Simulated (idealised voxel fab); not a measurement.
process module | voxel trench capacitor
cross-section cut | 295 nm wide | cells 5 nm
A cross-section is a grid of square cells, given in bands from the top down. A band is one or more rows of cells.
Each band's line starts with the height of the band's top and of its bottom, in nm. Then come its materials from left to right, each with its width in nm. One material with "throughout" fills the band from edge to edge. "air" is empty space.
Height 0 is the level under which the wafer as received is all one material. The lowest band goes on downwards, as in "0 down".
A width such as "30 to 40" changes by the same amount from each row of cells to the next, from the band's top row to its bottom row.
"no change" after a step means that no cell of the cross-section changed.
closed voids: empty space of 8 cells or more with no open way to the top, each as width x height at its distance from the left edge, in nm
after a step's settings: what the simulator itself notes on the step
overlay nm, on a step with a mask: how far to the right of its planned place the mask lay; to the left if negative
plan
1 op RECEIVE | material Si
2 op CONFORMAL_DEP | material SiN | thk nm 5
3 op DIRECTIONAL_DEP | material aC | thk nm 10
4 op PATTERN | tone open | mask id TRENCH | material resist | width nm 20 | pitch nm 50 | thk nm 30 | overlay nm 0
5 op DIRECTIONAL_ETCH | etch materials aC | depth nm 10
6 op STRIP | etch materials resist
7 op DIRECTIONAL_ETCH | etch materials SiN | depth nm 5
8 op DIRECTIONAL_ETCH | etch materials Si | depth nm 35
9 op STRIP | etch materials aC
10 op CONFORMAL_DEP | material SiO2 | thk nm 5
11 op FILL_DEP | material polySi | thk nm 10
12 op CMP | height nm 5
as received, after step 1
  0 down: Si throughout
  closed voids: none
a wafer at the end: this start, this plan, one mistake
  5 to 0: SiN 60 | SiO2 5 | polySi 10 | SiO2 5 | SiN 30 | SiO2 5 | polySi 10 | SiO2 5 | SiN 30 | SiO2 5 | polySi 10 | SiO2 5 | SiN 30 | SiO2 5 | polySi 10 | SiO2 5 | SiN 65
  0 to -40: Si 60 | SiO2 5 | polySi 10 | SiO2 5 | Si 30 | SiO2 5 | polySi 10 | SiO2 5 | Si 30 | SiO2 5 | polySi 10 | SiO2 5 | Si 30 | SiO2 5 | polySi 10 | SiO2 5 | Si 65
  -40 to -45: Si 60 | SiO2 20 | Si 30 | SiO2 20 | Si 30 | SiO2 20 | Si 30 | SiO2 20 | Si 65
  -45 down: Si throughout
  closed voids: none
what went wrong: step 8 ran as: op DIRECTIONAL_ETCH | etch materials Si | depth nm 45
